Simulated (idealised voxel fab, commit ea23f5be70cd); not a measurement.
The name of this process module is voxel spacer lines.
In the cross-section labelled cut, the width is 150 nm and each square cell is 5 nm.
This document writes a cross-section as a grid whose cells are square, and gives it as bands, listed from the top down; one or more rows of cells form a band. Band entry format. Leading values: height of top, height of bottom, nm. Remainder: materials in left-to-right order, each with its width in nm. Special words: "throughout" on a single material, which then fills the band edge to edge; "air", empty space. Height datum 0, below which the as-received substrate wafer is one material. Lowest band open at the bottom, running downward: "z 0 and below". The two numbers in a width such as "30..40" mark its ends across the band: the first belongs to the top row of cells, the second to the bottom row, and from each row to the next the width moves by the same amount. Take "remained the same" at face value: in the step it is given for, the cross-section changed in none of its cells. Voids not open to the top, 8 cells minimum: see "Trapped voids". Written width x height at distance; distance is from the left edge; nm. On each step's line, the part that comes after the settings is the simulator's own comment on the step. "overlay nm" denotes, for a step that has a mask, the displacement of the mask to the right of its planned place, with negative values corresponding to the left.

Planned step list for the process
1: RECEIVE,material Si
2: CONFORMAL_DEP,material Al2O3,thk nm 5
3: DIRECTIONAL_DEP,material SiN,thk nm 20
4: DIRECTIONAL_DEP,material aC,thk nm 20
5: PATTERN,tone cover,mask id MANDREL,material resist,width nm 25,pitch nm 80,thk nm 30,overlay nm 0
6: DIRECTIONAL_ETCH,etch materials aC,depth nm 20
7: STRIP,etch materials resist
8: CONFORMAL_DEP,material SiO2,thk nm 15
9: DIRECTIONAL_ETCH,etch materials SiO2,depth nm 15
10: STRIP,etch materials aC
11: DIRECTIONAL_ETCH,etch materials SiN,depth nm 20
12: STRIP,etch materials SiO2

The following pertains to the first of two wafers, which was processed as planned

Wafer as received: cross-section following step 1
	z 0 and below: Si throughout
	Trapped voids: none

Cross-sectional representation of the wafer at the conclusion of step 2
	z 5 to 0: Al2O3 throughout
	Anything lower than 0 is untouched.

Cross-sectional representation of the wafer at the conclusion of step 3
	z 25 to 5: SiN throughout
	Anything lower than 5 is untouched.

Cross-sectional representation of the wafer at the conclusion of step 4
	z 45 to 25: aC throughout
	Anything lower than 25 is untouched.

Cross-sectional representation of the wafer at the conclusion of step 5
	z 75 to 45: 20 nm air, then 25 nm resist, then 55 nm air, then 25 nm resist, then 25 nm air
	Anything lower than 45 is untouched.

Cross-sectional representation of the wafer at the conclusion of step 6
	z 55 to 45: 20 nm air, then 25 nm resist, then 55 nm air, then 25 nm resist, then 25 nm air
	z 45 to 25: 20 nm air, then 25 nm aC, then 55 nm air, then 25 nm aC, then 25 nm air
	Anything lower than 25 is untouched.

Cross-sectional representation of the wafer at the conclusion of step 7
	z 45 to 25: 20 nm air, then 25 nm aC, then 55 nm air, then 25 nm aC, then 25 nm air
	Anything lower than 25 is untouched.

Cross-sectional representation of the wafer at the conclusion of step 8
	z 60 to 45: 5 nm air, then 55 nm SiO2, then 25 nm air, then 55 nm SiO2, then 10 nm air
	z 45 to 40: 5 nm air, then 15 nm SiO2, then 25 nm aC, then 15 nm SiO2, then 25 nm air, then 15 nm SiO2, then 25 nm aC, then 15 nm SiO2, then 10 nm air
	z 40 to 25: 20 nm SiO2, then 25 nm aC, then 55 nm SiO2, then 25 nm aC, then 25 nm SiO2
	Anything lower than 25 is untouched.

Cross-sectional representation of the wafer at the conclusion of step 9
	z 45 to 25: 5 nm air, then 15 nm SiO2, then 25 nm aC, then 15 nm SiO2, then 25 nm air, then 15 nm SiO2, then 25 nm aC, then 15 nm SiO2, then 10 nm air
	Anything lower than 25 is untouched.

Cross-sectional representation of the wafer at the conclusion of step 10
	z 45 to 25: 5 nm air, then 15 nm SiO2, then 25 nm air, then 15 nm SiO2, then 25 nm air, then 15 nm SiO2, then 25 nm air, then 15 nm SiO2, then 10 nm air
	Anything lower than 25 is untouched.

Cross-sectional representation of the wafer at the conclusion of step 11
	z 45 to 25: 5 nm air, then 15 nm SiO2, then 25 nm air, then 15 nm SiO2, then 25 nm air, then 15 nm SiO2, then 25 nm air, then 15 nm SiO2, then 10 nm air
	z 25 to 5: 5 nm air, then 15 nm SiN, then 25 nm air, then 15 nm SiN, then 25 nm air, then 15 nm SiN, then 25 nm air, then 15 nm SiN, then 10 nm air
	Anything lower than 5 is untouched.

Cross-sectional representation of the wafer at the conclusion of step 12
	z 25 to 5: 5 nm air, then 15 nm SiN, then 25 nm air, then 15 nm SiN, then 25 nm air, then 15 nm SiN, then 25 nm air, then 15 nm SiN, then 10 nm air
	Anything lower than 5 is untouched.

It is to be noted that the second wafer proceeded from the same initial state and according to the same plan as the first, although one mistake was committed in its execution; through step 4, inclusive, the two wafers share an identical history

Second wafer cross-section, taken as of the time the plan sets for step 5 to be done
	z 75 to 45: 30 nm air, then 25 nm resist, then 55 nm air, then 25 nm resist, then 15 nm air
	Anything lower than 45 is untouched.

Second wafer cross-section, taken as of the time the plan sets for step 6 to be done
	z 55 to 45: 30 nm air, then 25 nm resist, then 55 nm air, then 25 nm resist, then 15 nm air
	z 45 to 25: 30 nm air, then 25 nm aC, then 55 nm air, then 25 nm aC, then 15 nm air
	Anything lower than 25 is untouched.

Second wafer cross-section, taken as of the time the plan sets for step 7 to be done
	z 45 to 25: 30 nm air, then 25 nm aC, then 55 nm air, then 25 nm aC, then 15 nm air
	Anything lower than 25 is untouched.

Second wafer cross-section, taken as of the time the plan sets for step 8 to be done
	z 60 to 45: 15 nm air, then 55 nm SiO2, then 25 nm air, then 55 nm SiO2
	z 45 to 40: 15 nm air, then 15 nm SiO2, then 25 nm aC, then 15 nm SiO2, then 25 nm air, then 15 nm SiO2, then 25 nm aC, then 15 nm SiO2
	z 40 to 25: 30 nm SiO2, then 25 nm aC, then 55 nm SiO2, then 25 nm aC, then 15 nm SiO2
	Anything lower than 25 is untouched.

Second wafer cross-section, taken as of the time the plan sets for step 9 to be done
	z 45 to 25: 15 nm air, then 15 nm SiO2, then 25 nm aC, then 15 nm SiO2, then 25 nm air, then 15 nm SiO2, then 25 nm aC, then 15 nm SiO2
	Anything lower than 25 is untouched.

Second wafer cross-section, taken as of the time the plan sets for step 10 to be done
	z 45 to 25: 15 nm air, then 15 nm SiO2, then 25 nm air, then 15 nm SiO2, then 25 nm air, then 15 nm SiO2, then 25 nm air, then 15 nm SiO2
	Anything lower than 25 is untouched.

Second wafer cross-section, taken as of the time the plan sets for step 11 to be done
	z 45 to 25: 15 nm air, then 15 nm SiO2, then 25 nm air, then 15 nm SiO2, then 25 nm air, then 15 nm SiO2, then 25 nm air, then 15 nm SiO2
	z 25 to 5: 15 nm air, then 15 nm SiN, then 25 nm air, then 15 nm SiN, then 25 nm air, then 15 nm SiN, then 25 nm air, then 15 nm SiN
	Anything lower than 5 is untouched.

Second wafer cross-section, taken as of the time the plan sets for step 12 to be done
	z 25 to 5: 15 nm air, then 15 nm SiN, then 25 nm air, then 15 nm SiN, then 25 nm air, then 15 nm SiN, then 25 nm air, then 15 nm SiN
	Anything lower than 5 is untouched.
Finding, execution versus plan: so step 5 ended up running with a different setting than we planned, it ran as PATTERN,tone cover,mask id MANDREL,material resist,width nm 25,pitch nm 80,thk nm 30,overlay nm 10
Both wafers, final: cells per material equal; arrangement not.
